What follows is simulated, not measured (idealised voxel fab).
process module | voxel gate over fins
cross-section cut | 165 nm wide | cells 5 nm
A cross-section is a grid of square cells, given in bands from the top down. A band is one or more rows of cells.
Each band's line starts with the height of the band's top and of its bottom, in nm. Then come its materials from left to right, each with its width in nm. One material with "throughout" fills the band from edge to edge. "air" is empty space.
Height 0 is the level under which the wafer as received is all one material. The lowest band goes on downwards, as in "0 down".
A width such as "30 to 40" changes by the same amount from each row of cells to the next, from the band's top row to its bottom row.
"no change" after a step means that no cell of the cross-section changed.
closed voids: empty space of 8 cells or more with no open way to the top, each as width x height at its distance from the left edge, in nm
after a step's settings: what the simulator itself notes on the step
overlay nm, on a step with a mask: how far to the right of its planned place the mask lay; to the left if negative
plan
1 op RECEIVE | material Si
2 op CONFORMAL_DEP | material SiN | thk nm 5
3 op PATTERN | tone cover | mask id FINS | material resist | width nm 15 | pitch nm 60 | thk nm 20 | overlay nm 0
4 op DIRECTIONAL_ETCH | etch materials SiN | depth nm 5
5 op DIRECTIONAL_ETCH | etch materials Si | depth nm 30
6 op STRIP | etch materials resist
7 op OXIDIZE | depth nm 5
8 op FILL_DEP | material SiO2 | thk nm 5
9 op CMP | height nm 5
10 op MASKED_ETCH | tone open | mask id RAIL | width nm 15 | etch materials SiO2 | depth nm 30 | overlay nm 0
11 op CONFORMAL_DEP | material TiN | thk nm 5
12 op FILL_DEP | material W | thk nm 10
13 op CMP | height nm 5
14 op SELECTIVE_ETCH | etch materials W Ru TiN | depth nm 25
15 op FILL_DEP | material SiO2 | thk nm 5
16 op CMP | height nm 5
17 op SELECTIVE_ETCH | etch materials SiO2 | depth nm 20
18 op STRIP | etch materials SiN
19 op CONFORMAL_DEP | material HfO2 | thk nm 5
20 op CONFORMAL_DEP | material TiN | thk nm 5
21 op FILL_DEP | material W | thk nm 15
22 op CMP | height nm 20
23 op CONFORMAL_DEP | material SiN | thk nm 10
as received, after step 1
  0 down: Si throughout
  closed voids: none
first wafer at the end, as planned
  30 to 20: SiN throughout
  20 to 10: W throughout
  10 to 5: W 10 | TiN 25 | W 35 | TiN 25 | W 35 | TiN 25 | W 10
  5 to 0: W 10 | TiN 5 | HfO2 15 | TiN 5 | W 35 | TiN 5 | HfO2 15 | TiN 5 | W 35 | TiN 5 | HfO2 15 | TiN 5 | W 10
  0 to -5: W 10 | TiN 5 | HfO2 5 | Si 5 | HfO2 5 | TiN 5 | W 35 | TiN 5 | HfO2 5 | Si 5 | HfO2 5 | TiN 5 | W 35 | TiN 5 | HfO2 5 | Si 5 | HfO2 5 | TiN 5 | W 10
  -5 to -10: TiN 15 | HfO2 5 | Si 5 | HfO2 5 | TiN 45 | HfO2 5 | Si 5 | HfO2 5 | TiN 45 | HfO2 5 | Si 5 | HfO2 5 | TiN 15
  -10 to -15: HfO2 20 | Si 5 | HfO2 55 | Si 5 | HfO2 55 | Si 5 | HfO2 20
  -15 to -20: SiO2 20 | Si 5 | SiO2 55 | Si 5 | SiO2 55 | Si 5 | SiO2 20
  -20 to -25: SiO2 20 | Si 5 | SiO2 20 | TiN 15 | SiO2 20 | Si 5 | SiO2 55 | Si 5 | SiO2 20
  -25 to -35: SiO2 20 | Si 5 | SiO2 55 | Si 5 | SiO2 55 | Si 5 | SiO2 20
  -35 down: Si throughout
  closed voids: none
second wafer at the end: like start, like plan, one mistake
  30 to 20: SiN throughout
  20 to 10: W throughout
  10 to 5: W 10 | TiN 25 | W 35 | TiN 25 | W 35 | TiN 25 | W 10
  5 to 0: W 10 | TiN 5 | HfO2 15 | TiN 5 | W 35 | TiN 5 | HfO2 15 | TiN 5 | W 35 | TiN 5 | HfO2 15 | TiN 5 | W 10
  0 to -5: W 10 | TiN 5 | HfO2 5 | Si 5 | HfO2 5 | TiN 5 | W 35 | TiN 5 | HfO2 5 | Si 5 | HfO2 5 | TiN 5 | W 35 | TiN 5 | HfO2 5 | Si 5 | HfO2 5 | TiN 5 | W 10
  -5 to -10: TiN 15 | HfO2 5 | Si 5 | HfO2 5 | TiN 45 | HfO2 5 | Si 5 | HfO2 5 | TiN 45 | HfO2 5 | Si 5 | HfO2 5 | TiN 15
  -10 to -15: HfO2 20 | Si 5 | HfO2 55 | Si 5 | HfO2 55 | Si 5 | HfO2 20
  -15 to -20: SiO2 20 | Si 5 | SiO2 55 | Si 5 | SiO2 55 | Si 5 | SiO2 20
  -20 to -25: SiO2 20 | Si 5 | SiO2 25 | TiN 15 | SiO2 15 | Si 5 | SiO2 55 | Si 5 | SiO2 20
  -25 to -35: SiO2 20 | Si 5 | SiO2 55 | Si 5 | SiO2 55 | Si 5 | SiO2 20
  -35 down: Si throughout
  closed voids: none
what went wrong: step 10 ran as: op MASKED_ETCH | tone open | mask id RAIL | width nm 15 | etch materials SiO2 | depth nm 30 | overlay nm 5
at the end the second wafer has, in cells: as many of each material as the first, in other places
